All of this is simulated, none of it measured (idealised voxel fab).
You're looking at the process module voxel self aligned contacts.
The cross-section on display is named cut; it measures 275 nm wide, and its cells are 5 nm squares.
For the purposes of this document, a cross-section shall be understood as a grid of square cells, specified as bands listed in top-to-bottom order, each band consisting of one or more rows of cells. Band entry format. Leading values: height of top, height of bottom, nm. Remainder: materials in left-to-right order, each with its width in nm. Special words: "everywhere" on a single material, which then fills the band edge to edge; "air", empty space. Heights are measured from 0, the level below which the as-received wafer is all one material; the lowest band has no bottom and continues downward, written as in "0..down". Width: "30..40" (first number = top row, second number = bottom row, same change from row to row of cells). You'll sometimes find "no change" written for a step, and that's the way of saying that nowhere in the cross-section did a cell change during that step. Under "Closed voids list" you'll find the enclosed gaps, the ones with no way out to the top, that are 8 cells or bigger; each reads width x height at distance, with distance counted from the left edge, everything in nm. Where a step's line continues beyond its settings, the continuation is a remark by the simulator itself on that step. What "overlay nm" on a step's line means: if the step has a mask, that mask lay this far to the right of its planned place, or, when the value is negative, to the left.
The steps planned for the process are as follows
| 1 | op RECEIVE | material Si |
| 2 | op OXIDIZE | depth nm 5 |
| 3 | op DIRECTIONAL_DEP | material polySi | thk nm 25 |
| 4 | op DIRECTIONAL_DEP | material SiN | thk nm 25 |
| 5 | op DIRECTIONAL_DEP | material aC | thk nm 15 |
| 6 | op PATTERN | tone cover | mask id GATE | material resist | width nm 35 | pitch nm 80 | thk nm 30 | overlay nm 0 |
| 7 | op DIRECTIONAL_ETCH | etch materials aC | depth nm 15 |
| 8 | op STRIP | etch materials resist |
| 9 | op DIRECTIONAL_ETCH | etch materials SiN | depth nm 25 |
| 10 | op DIRECTIONAL_ETCH | etch materials polySi | depth nm 25 |
| 11 | op STRIP | etch materials aC |
| 12 | op CONFORMAL_DEP | material SiN | thk nm 10 |
| 13 | op DIRECTIONAL_ETCH | etch materials SiN | depth nm 10 |
| 14 | op FILL_DEP | material SiO2 | thk nm 20 |
| 15 | op CMP | height nm 60 |
| 16 | op DIRECTIONAL_DEP | material aC | thk nm 10 |
| 17 | op PATTERN | tone open | mask id CONTACT | material resist | width nm 55 | pitch nm 80 | thk nm 25 | overlay nm 0 |
| 18 | op DIRECTIONAL_ETCH | etch materials aC | depth nm 10 |
| 19 | op STRIP | etch materials resist |
| 20 | op DIRECTIONAL_ETCH | etch materials SiO2 | depth nm 65 |
| 21 | op STRIP | etch materials aC |
| 22 | op CONFORMAL_DEP | material TiN | thk nm 5 |
| 23 | op FILL_DEP | material Ru | thk nm 10 |
| 24 | op CMP | height nm 60 |
| 25 | op CONFORMAL_DEP | material SiCN | thk nm 5 |
Cross-section: wafer on arrival = after step 1
  0..down: Si everywhere
  Closed voids list: none
Module complete, cross-section. Starting point and plan per above. One mistake made in running the module
  65..60: SiCN everywhere
  60..55: SiO2 (70) | TiN (5) | Ru (45) | TiN (5) | SiO2 (25) | TiN (5) | Ru (45) | TiN (5) | SiO2 (70)
  55..50: SiO2 (70) | TiN (55) | SiO2 (25) | TiN (55) | SiO2 (70)
  50..25: TiN everywhere
  25..0: polySi everywhere
  0..-5: SiO2 everywhere
  -5..down: Si everywhere
  Closed voids list: none
In executing the process, a mistake was made relative to the plan: step 4 was not run as planned; what actually ran was op DIRECTIONAL_DEP | material TiN | thk nm 25
